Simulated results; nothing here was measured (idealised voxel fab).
process module | voxel released beams
cross-section cut | 265 nm wide | cells 5 nm
A cross-section is a grid of square cells, given in bands from the top down. A band is one or more rows of cells.
Each band's line starts with the height of the band's top and of its bottom, in nm. Then come its materials from left to right, each with its width in nm. One material with "throughout" fills the band from edge to edge. "air" is empty space.
Height 0 is the level under which the wafer as received is all one material. The lowest band goes on downwards, as in "0 down".
A width such as "30 to 40" changes by the same amount from each row of cells to the next, from the band's top row to its bottom row.
"no change" after a step means that no cell of the cross-section changed.
closed voids: empty space of 8 cells or more with no open way to the top, each as width x height at its distance from the left edge, in nm
after a step's settings: what the simulator itself notes on the step
overlay nm, on a step with a mask: how far to the right of its planned place the mask lay; to the left if negative
plan
1 op RECEIVE | material Si
2 op CONFORMAL_DEP | material SiN | thk nm 5
3 op DIRECTIONAL_DEP | material SiO2 | thk nm 20
4 op DIRECTIONAL_DEP | material aC | thk nm 15
5 op PATTERN | tone open | mask id ANCHOR | material resist | width nm 45 | thk nm 35 | overlay nm 0
6 op DIRECTIONAL_ETCH | etch materials aC | depth nm 15
7 op STRIP | etch materials resist
8 op DIRECTIONAL_ETCH | etch materials SiO2 | depth nm 20
9 op STRIP | etch materials aC
10 op CONFORMAL_DEP | material W | thk nm 15
11 op DIRECTIONAL_DEP | material aC | thk nm 10
12 op PATTERN | tone cover | mask id BEAM | material resist | width nm 95 | thk nm 30 | overlay nm 0
13 op DIRECTIONAL_ETCH | etch materials aC | depth nm 10
14 op STRIP | etch materials resist
15 op DIRECTIONAL_ETCH | etch materials W | depth nm 15
16 op STRIP | etch materials aC
17 op STRIP | etch materials SiO2
as received, after step 1
  0 down: Si throughout
  closed voids: none
first wafer at the end, as planned
  40 to 25: air 80 | W 20 | air 15 | W 60 | air 90
  25 to 20: air 85 | W 15 | air 15 | W 15 | air 135
  20 to 5: air 85 | W 45 | air 135
  5 to 0: SiN throughout
  0 down: Si throughout
  closed voids: none
second wafer at the end: like start, like plan, one mistake
  40 to 25: air 90 | W 10 | air 15 | W 70 | air 80
  25 to 20: air 85 | W 15 | air 15 | W 15 | air 135
  20 to 5: air 85 | W 45 | air 135
  5 to 0: SiN throughout
  0 down: Si throughout
  closed voids: none
what went wrong: step 12 ran as: op PATTERN | tone cover | mask id BEAM | material resist | width nm 95 | thk nm 30 | overlay nm 10
at the end the second wafer has, in cells: as many of each material as the first, in other places
